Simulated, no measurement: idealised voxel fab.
process module | voxel local oxidation
cross-section cut | 245 nm wide | cells 5 nm
A cross-section is a grid of square cells, given in bands from the top down. A band is one or more rows of cells.
Each band's line starts with the height of the band's top and of its bottom, in nm. Then come its materials from left to right, each with its width in nm. One material with "throughout" fills the band from edge to edge. "air" is empty space.
Height 0 is the level under which the wafer as received is all one material. The lowest band goes on downwards, as in "0 down".
A width such as "30 to 40" changes by the same amount from each row of cells to the next, from the band's top row to its bottom row.
"no change" after a step means that no cell of the cross-section changed.
closed voids: empty space of 8 cells or more with no open way to the top, each as width x height at its distance from the left edge, in nm
after a step's settings: what the simulator itself notes on the step
overlay nm, on a step with a mask: how far to the right of its planned place the mask lay; to the left if negative
plan
1 op RECEIVE | material Si
2 op OXIDIZE | depth nm 5
3 op CONFORMAL_DEP | material SiN | thk nm 15
4 op MASKED_ETCH | tone cover | mask id ACTIVE | width nm 125 | etch materials SiN | depth nm 15 | overlay nm 0
5 op SELECTIVE_ETCH | etch materials SiO2 | depth nm 5
6 op OXIDIZE | depth nm 10
7 op STRIP | etch materials SiN
first wafer, as planned
as received, after step 1
  0 down: Si throughout
  closed voids: none
after step 2
  0 to -5: SiO2 throughout
  below -5: unchanged
after step 3
  15 to 0: SiN throughout
  below 0: unchanged
after step 4
  15 to 0: air 60 | SiN 125 | air 60
  below 0: unchanged
after step 5
  15 to 0: air 60 | SiN 125 | air 60
  0 to -5: air 65 | SiO2 115 | air 65
  below -5: unchanged
after step 6
  15 to 0: air 60 | SiN 125 | air 60
  0 to -5: air 65 | SiO2 115 | air 65
  -5 to -15: SiO2 75 | Si 95 | SiO2 75
  below -15: unchanged
after step 7
  0 to -5: air 65 | SiO2 115 | air 65
  below -5: unchanged
second wafer: like start, like plan, one mistake. Through step 6 it matches the first wafer
when step 7 should have ended: no change
what went wrong: step 7 was left out
at the end the second wafer has, in cells: 75 more of SiN
